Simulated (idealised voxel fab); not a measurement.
Herein follows the process module entitled voxel local oxidation.
In the cross-section labelled cut, the width is 205 nm and each square cell is 5 nm.
Square cells in a grid make up a cross-section in this document, and the grid is given as bands, listed from the top down, each one or more rows of cells.
Look at the band entry: it leads with the top's height and the bottom's height in nm. Then it lists the materials left to right, with a width in nm for each. The word "throughout" on a single material says that material fills the band edge to edge. The word "blank" is empty space.
Where do heights start? At 0: under that level the wafer as delivered is made of one material only. And the lowest band has no floor; it just carries on downward, as in "from 0 down".
Note: "30 to 40" means the width goes from the first number (top row of the band) to the second number (bottom row) in equal steps per row of cells.
"same as before" after a step means that no cell of the cross-section changed.
Basically, "Voids, enclosed" tells you about the enclosed voids: empty spaces with no open way to the top, 8 cells or bigger, each written width x height at distance, where distance is from the left edge, all in nm.
The remark found on a step's line after its settings is issued by the simulator itself and pertains to that step.
The optional step-line setting "overlay nm" applies to steps with a mask and quantifies how far to the right of its planned location the mask lay, a negative value indicating leftward placement.

**Steps planned for the process**
1 RECEIVE, material Si
2 OXIDIZE, depth nm 5
3 CONFORMAL_DEP, material SiN, thk nm 5
4 MASKED_ETCH, tone cover, mask id ACTIVE, width nm 100, etch materials SiN, depth nm 10, overlay nm 0
5 SELECTIVE_ETCH, etch materials SiO2, depth nm 5
6 OXIDIZE, depth nm 10
7 STRIP, etch materials SiN
All wafers enter the flow in the same state. The thk nm at step 3 differs from wafer to wafer, and the plan gives the value for the first wafer.

**Cross-section of the first of several received wafers, showing its state after step 1**
> from 0 down  Si throughout
> Voids, enclosed: none

**Take a look at the first of several wafers in cross-section: the module is done, and step 7 was its last step**
> from 0 to -5  blank 55 nm, SiO2 90 nm, blank 60 nm
> from -5 to -15  SiO2 65 nm, Si 70 nm, SiO2 70 nm
> from -15 down  Si throughout
> Voids, enclosed: none

**Cross-sectional depiction of the last of several wafers upon completion of the module**
> from 0 to -5  SiO2 throughout
> from -5 down  Si throughout
> Voids, enclosed: none

**End of module, by wafer: material-by-material cell gain (+) or loss (-) since receipt, then closed voids**
thk nm 5 | -95 Si | +72 SiO2 | Voids, enclosed: none
thk nm 10 | -95 Si | +72 SiO2 | Voids, enclosed: none
thk nm 15 | -41 Si | +41 SiO2 | Voids, enclosed: none
thk nm 20 | -41 Si | +41 SiO2 | Voids, enclosed: none
thk nm 25 | -41 Si | +41 SiO2 | Voids, enclosed: none
